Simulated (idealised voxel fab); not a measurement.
process module | voxel transistor to metal
cross-section cut | 215 nm wide | cells 5 nm
A cross-section is a grid of square cells, given in bands from the top down. A band is one or more rows of cells.
Each band's line starts with the height of the band's top and of its bottom, in nm. Then come its materials from left to right, each with its width in nm. One material with "throughout" fills the band from edge to edge. "air" is empty space.
Height 0 is the level under which the wafer as received is all one material. The lowest band goes on downwards, as in "0 down".
A width such as "30 to 40" changes by the same amount from each row of cells to the next, from the band's top row to its bottom row.
"no change" after a step means that no cell of the cross-section changed.
closed voids: empty space of 8 cells or more with no open way to the top, each as width x height at its distance from the left edge, in nm
after a step's settings: what the simulator itself notes on the step
overlay nm, on a step with a mask: how far to the right of its planned place the mask lay; to the left if negative
plan
1 op RECEIVE | material Si
2 op OXIDIZE | depth nm 5
3 op CONFORMAL_DEP | material SiN | thk nm 10
4 op DIRECTIONAL_DEP | material aC | thk nm 15
5 op PATTERN | tone cover | mask id ACTIVE | material resist | width nm 115 | thk nm 30 | overlay nm 0
6 op DIRECTIONAL_ETCH | etch materials aC | depth nm 15
7 op STRIP | etch materials resist
8 op DIRECTIONAL_ETCH | etch materials SiN | depth nm 10
9 op DIRECTIONAL_ETCH | etch materials SiO2 | depth nm 5
10 op DIRECTIONAL_ETCH | etch materials Si | depth nm 25
11 op STRIP | etch materials aC
12 op FILL_DEP | material SiO2 | thk nm 10
13 op CMP | height nm 10
14 op SELECTIVE_ETCH | etch materials SiO2 | depth nm 10
15 op STRIP | etch materials SiN
16 op SELECTIVE_ETCH | etch materials SiO2 | depth nm 5
17 op OXIDIZE | depth nm 5
18 op DIRECTIONAL_DEP | material polySi | thk nm 25
19 op DIRECTIONAL_DEP | material SiCN | thk nm 15
20 op PATTERN | tone cover | mask id GATE | material resist | width nm 35 | thk nm 15 | overlay nm 0
21 op DIRECTIONAL_ETCH | etch materials SiCN | depth nm 25
22 op DIRECTIONAL_ETCH | etch materials polySi | depth nm 35
23 op STRIP | etch materials resist
24 op CONFORMAL_DEP | material SiO2 | thk nm 5
25 op DIRECTIONAL_ETCH | etch materials SiO2 | depth nm 5
26 op CONFORMAL_DEP | material SiN | thk nm 5
27 op DIRECTIONAL_ETCH | etch materials SiN | depth nm 5
28 op DIRECTIONAL_ETCH | etch materials SiO2 | depth nm 5
29 op EPI | material pSi | thk nm 5
30 op FILL_DEP | material SiO2 | thk nm 10
31 op CMP | height nm 20
32 op STRIP | etch materials polySi
33 op SELECTIVE_ETCH | etch materials SiO2 | depth nm 5
34 op CONFORMAL_DEP | material HfO2 | thk nm 5
35 op CONFORMAL_DEP | material TiN | thk nm 5
36 op FILL_DEP | material W | thk nm 10
37 op CMP | height nm 15
38 op DIRECTIONAL_DEP | material SiO2 | thk nm 15
39 op MASKED_ETCH | tone open | mask id CONTACT | width nm 15 | pitch nm 80 | etch materials SiO2 | depth nm 35 | overlay nm 0
40 op CONFORMAL_DEP | material TiN | thk nm 5
41 op FILL_DEP | material W | thk nm 5
42 op CMP | height nm 30
43 op CONFORMAL_DEP | material SiCN | thk nm 5
44 op DIRECTIONAL_DEP | material SiO2 | thk nm 20
45 op PATTERN | tone open | mask id METAL_1 | material resist | width nm 15 | pitch nm 80 | thk nm 15 | overlay nm 0
46 op DIRECTIONAL_ETCH | etch materials SiO2 | depth nm 20
47 op DIRECTIONAL_ETCH | etch materials SiCN | depth nm 5
48 op STRIP | etch materials resist
49 op CONFORMAL_DEP | material TiN | thk nm 5
50 op FILL_DEP | material Cu | thk nm 10
51 op CMP | height nm 55
52 op EPI | material Ru | thk nm 5
53 op FILL_DEP | material SiCN | thk nm 5
varied across the wafers: depth nm of step 16. The plan shows the first wafer's value. All wafers start alike
first wafer as received, after step 1
  0 down: Si throughout
  closed voids: none
first wafer at the end, after step 53
  65 to 60: SiCN throughout
  60 to 55: SiCN 55 | Ru 25 | SiCN 55 | Ru 25 | SiCN 55
  55 to 35: SiO2 60 | TiN 5 | Cu 5 | TiN 5 | SiO2 65 | TiN 5 | Cu 5 | TiN 5 | SiO2 60
  35 to 30: SiCN 60 | TiN 15 | SiCN 65 | TiN 15 | SiCN 60
  30 to 15: SiO2 60 | TiN 5 | W 5 | TiN 5 | SiO2 65 | TiN 5 | W 5 | TiN 5 | SiO2 60
  15 to 0: SiO2 60 | TiN 5 | W 5 | TiN 5 | SiO2 5 | SiN 5 | HfO2 5 | TiN 5 | W 25 | TiN 5 | HfO2 5 | SiN 5 | SiO2 5 | TiN 5 | W 5 | TiN 5 | SiO2 60
  0 to -5: SiO2 60 | TiN 15 | SiO2 5 | SiN 5 | HfO2 5 | TiN 35 | HfO2 5 | SiN 5 | SiO2 5 | TiN 15 | SiO2 60
  -5 to -10: SiO2 45 | pSi 35 | SiO2 5 | HfO2 45 | SiO2 5 | pSi 35 | SiO2 45
  -10 to -30: SiO2 50 | Si 115 | SiO2 50
  -30 down: Si throughout
  closed voids: none
last wafer at the end
  65 to 60: SiCN throughout
  60 to 55: SiCN 55 | Ru 25 | SiCN 55 | Ru 25 | SiCN 55
  55 to 35: SiO2 60 | TiN 5 | Cu 5 | TiN 5 | SiO2 65 | TiN 5 | Cu 5 | TiN 5 | SiO2 60
  35 to 30: SiCN 60 | TiN 15 | SiCN 65 | TiN 15 | SiCN 60
  30 to 15: SiO2 60 | TiN 5 | W 5 | TiN 5 | SiO2 65 | TiN 5 | W 5 | TiN 5 | SiO2 60
  15 to 0: SiO2 60 | TiN 5 | W 5 | TiN 5 | SiO2 5 | SiN 5 | HfO2 5 | TiN 5 | W 25 | TiN 5 | HfO2 5 | SiN 5 | SiO2 5 | TiN 5 | W 5 | TiN 5 | SiO2 60
  0 to -5: SiO2 60 | TiN 15 | SiO2 5 | SiN 5 | HfO2 5 | TiN 35 | HfO2 5 | SiN 5 | SiO2 5 | TiN 15 | SiO2 60
  -5 to -10: SiO2 40 | SiN 5 | SiO2 5 | pSi 30 | SiO2 5 | HfO2 45 | SiO2 5 | pSi 30 | SiO2 5 | SiN 5 | SiO2 40
  -10 to -20: SiO2 40 | SiN 5 | SiO2 10 | Si 105 | SiO2 10 | SiN 5 | SiO2 40
  -20 to -30: SiO2 55 to 50 | Si 105 to 115 | SiO2 55 to 50
  -30 down: Si throughout
  closed voids: none
each wafer at the end: cells of each material gained (+) or lost (-) since it was received, then its closed voids
depth nm 5 | +8 Cu | +17 HfO2 | +10 Ru | -166 Si | +113 SiCN | +8 SiN | +463 SiO2 | +65 TiN | +27 W | +14 pSi | closed voids: none
depth nm 10 | +8 Cu | +17 HfO2 | +10 Ru | -168 Si | +113 SiCN | +10 SiN | +465 SiO2 | +65 TiN | +27 W | +12 pSi | closed voids: none
depth nm 15 | +8 Cu | +17 HfO2 | +10 Ru | -170 Si | +113 SiCN | +12 SiN | +465 SiO2 | +65 TiN | +27 W | +12 pSi | closed voids: none
depth nm 20 | +8 Cu | +17 HfO2 | +10 Ru | -172 Si | +113 SiCN | +14 SiN | +465 SiO2 | +65 TiN | +27 W | +12 pSi | closed voids: none
